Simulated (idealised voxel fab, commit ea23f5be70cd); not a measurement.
Process module in this document: voxel released beams
The figure presents cross-section cut, which has a width of 195 nm and is divided into square cells with an edge length of 5 nm.
The cross-sections in this document take the form of a grid made of square cells. They are written out as bands, in order from top to bottom. Each band consists of one or more rows of cells.
This entry defines a band. It first specifies the height of the band's top and the height of its bottom in nm, and then specifies the band's materials from left to right, stating each material with its width in nm. The word "throughout" identifies a single material that fills the band from edge to edge, while the word "blank" identifies empty space.
Counting heights begins at 0, where everything beneath is, in the wafer as received, one material. The lowest band has no bottom; it goes on downwards, as "0 and below" shows.
Per-row width for "30..40": begins at first number (top row of band), ends at second number (bottom row), increment between rows held constant.
Reading "changes: none" for a step: not a cell of the cross-section changed in it.
So "Enclosed empty spaces" is basically the list of trapped voids: any empty space of 8 cells or more that can't reach the top through an opening. They're written width x height at distance, the distance being from the left edge, and it's all nm.
Note: text after step settings on the step line = simulator remark on that step.
On any step carrying a mask, the "overlay nm" setting, if present on the step's line, tells how far right of its planned place the mask lay; negative values point to the left.

Intended process steps
1 RECEIVE: material Si
2 CONFORMAL_DEP: material SiN, thk nm 5
3 DIRECTIONAL_DEP: material SiO2, thk nm 15
4 DIRECTIONAL_DEP: material aC, thk nm 10
5 PATTERN: tone open, mask id ANCHOR, material resist, width nm 35, thk nm 30, overlay nm 0
6 DIRECTIONAL_ETCH: etch materials aC, depth nm 10
7 STRIP: etch materials resist
8 DIRECTIONAL_ETCH: etch materials SiO2, depth nm 15
9 STRIP: etch materials aC
10 CONFORMAL_DEP: material polySi, thk nm 15
11 MASKED_ETCH: tone cover, mask id BEAM, width nm 120, etch materials polySi, depth nm 15, overlay nm 0
12 STRIP: etch materials SiO2

Wafer as received: cross-section following step 1
0 and below  Si throughout
Enclosed empty spaces: none

One mistake in running the module, otherwise start and plan as above: cross-section at the end
30 down to 15  blank 35 nm, polySi 20 nm, blank 5 nm, polySi 95 nm, blank 40 nm
15 down to 0  blank 40 nm, polySi 35 nm, blank 120 nm
0 and below  Si throughout
Enclosed empty spaces: none
Nonconformance to the process plan: heads up, step 2 of the plan was skipped and never actually ran
